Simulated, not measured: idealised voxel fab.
Module name: voxel gate over fins (process module)
The cross-section shown here is cut; it is 220 nm wide and divided into square cells measuring 5 nm on a side.
Cross-section = grid of square cells, listed top down in bands; band = one or more rows. Within each band entry, the heights of the top and of the bottom of the band appear first, in that order and in nm; the materials of the band then follow from left to right, each with its corresponding width in nm. The designation "full width" on a single material indicates that it fills the band from edge to edge; the designation "empty" indicates empty space. The reference from which all heights are counted is 0, the level beneath which the as-received wafer is entirely one material; the lowest band, having no lower bound, proceeds downward and is written after the example "0 -> down". It should be noted that a width expressed as "30->40" varies in equal increments from row to row of cells within the band, taking the value of the first number at the top row and that of the second number at the bottom row. For the purposes of this document, the phrase "nothing changed" attached to a step denotes that no cell within the cross-section was modified by that step. What "Closed internal cavities" gives you is every empty space of 8 cells or more that is cut off from the top. Each appears as width x height at distance, with the distance taken from the left edge and width, height and distance all in nm. after a step's settings: what the simulator itself notes on the step. "overlay nm" answers the question of how far to the right of plan the mask lay on a step that has a mask, and when it is negative the answer is to the left.
## The planned process steps are enumerated hereunder
1: RECEIVE [material Si]
2: CONFORMAL_DEP [material SiN] [thk nm 5]
3: MASKED_ETCH [tone cover] [mask id FINS] [width nm 15] [pitch nm 45] [etch materials SiN] [depth nm 5] [overlay nm 0]
4: MASKED_ETCH [tone cover] [mask id FINS] [width nm 15] [pitch nm 45] [etch materials Si] [depth nm 30] [overlay nm 0]
5: FILL_DEP [material SiO2] [thk nm 15]
6: CMP [height nm 5]
7: SELECTIVE_ETCH [etch materials SiO2] [depth nm 20]
8: STRIP [etch materials SiN]
9: CONFORMAL_DEP [material HfO2] [thk nm 5]
10: CONFORMAL_DEP [material TiN] [thk nm 5]
11: FILL_DEP [material W] [thk nm 15]
12: CMP [height nm 20]
13: CONFORMAL_DEP [material SiN] [thk nm 5]
Every wafer here starts from the same state; it is the step 4 width nm that distinguishes them, and the value the plan gives belongs to the first wafer.
## Received condition of the first of several wafers, sectioned: post-step 1
0 -> down  Si full width
Closed internal cavities: none
## First of several wafers in cross-section at module end, following the final step, step 13
25 -> 20  SiN full width
20 -> 10  W full width
10 -> 5  25 nm W, 35 nm TiN, 10 nm W, 35 nm TiN, 10 nm W, 35 nm TiN, 10 nm W, 35 nm TiN, 25 nm W
5 -> 0  25 nm W, 5 nm TiN, 25 nm HfO2, 5 nm TiN, 10 nm W, 5 nm TiN, 25 nm HfO2, 5 nm TiN, 10 nm W, 5 nm TiN, 25 nm HfO2, 5 nm TiN, 10 nm W, 5 nm TiN, 25 nm HfO2, 5 nm TiN, 25 nm W
0 -> -5  25 nm W, 5 nm TiN, 5 nm HfO2, 15 nm Si, 5 nm HfO2, 5 nm TiN, 10 nm W, 5 nm TiN, 5 nm HfO2, 15 nm Si, 5 nm HfO2, 5 nm TiN, 10 nm W, 5 nm TiN, 5 nm HfO2, 15 nm Si, 5 nm HfO2, 5 nm TiN, 10 nm W, 5 nm TiN, 5 nm HfO2, 15 nm Si, 5 nm HfO2, 5 nm TiN, 25 nm W
-5 -> -10  30 nm TiN, 5 nm HfO2, 15 nm Si, 5 nm HfO2, 20 nm TiN, 5 nm HfO2, 15 nm Si, 5 nm HfO2, 20 nm TiN, 5 nm HfO2, 15 nm Si, 5 nm HfO2, 20 nm TiN, 5 nm HfO2, 15 nm Si, 5 nm HfO2, 30 nm TiN
-10 -> -15  35 nm HfO2, 15 nm Si, 30 nm HfO2, 15 nm Si, 30 nm HfO2, 15 nm Si, 30 nm HfO2, 15 nm Si, 35 nm HfO2
-15 -> -30  35 nm SiO2, 15 nm Si, 30 nm SiO2, 15 nm Si, 30 nm SiO2, 15 nm Si, 30 nm SiO2, 15 nm Si, 35 nm SiO2
-30 -> down  Si full width
Closed internal cavities: none
## Cross-section of the last wafer at end of module
25 -> 20  SiN full width
20 -> 10  W full width
10 -> 5  20 nm W, 185 nm TiN, 15 nm W
5 -> 0  20 nm W, 5 nm TiN, 40 nm HfO2, 5 nm TiN, 40 nm HfO2, 5 nm TiN, 40 nm HfO2, 5 nm TiN, 40 nm HfO2, 5 nm TiN, 15 nm W
0 -> -5  20 nm W, 5 nm TiN, 5 nm HfO2, 30 nm Si, 5 nm HfO2, 5 nm TiN, 5 nm HfO2, 30 nm Si, 5 nm HfO2, 5 nm TiN, 5 nm HfO2, 30 nm Si, 5 nm HfO2, 5 nm TiN, 5 nm HfO2, 30 nm Si, 5 nm HfO2, 5 nm TiN, 15 nm W
-5 -> -10  25 nm TiN, 5 nm HfO2, 30 nm Si, 5 nm HfO2, 5 nm TiN, 5 nm HfO2, 30 nm Si, 5 nm HfO2, 5 nm TiN, 5 nm HfO2, 30 nm Si, 5 nm HfO2, 5 nm TiN, 5 nm HfO2, 30 nm Si, 5 nm HfO2, 20 nm TiN
-10 -> -15  30 nm HfO2, 30 nm Si, 15 nm HfO2, 30 nm Si, 15 nm HfO2, 30 nm Si, 15 nm HfO2, 30 nm Si, 25 nm HfO2
-15 -> -30  30 nm SiO2, 30 nm Si, 15 nm SiO2, 30 nm Si, 15 nm SiO2, 30 nm Si, 15 nm SiO2, 30 nm Si, 25 nm SiO2
-30 -> down  Si full width
Closed internal cavities: none
## Per wafer, end of module: cells gained (+) or lost (-) per material since receipt, then closed voids
width nm 15, +68 HfO2, -192 Si, +44 SiN, +96 SiO2, +68 TiN, +136 W, Closed internal cavities: none
width nm 20, +68 HfO2, -168 Si, +44 SiN, +84 SiO2, +68 TiN, +124 W, Closed internal cavities: none
width nm 25, +68 HfO2, -144 Si, +44 SiN, +72 SiO2, +68 TiN, +112 W, Closed internal cavities: none
width nm 30, +68 HfO2, -120 Si, +44 SiN, +60 SiO2, +59 TiN, +109 W, Closed internal cavities: none
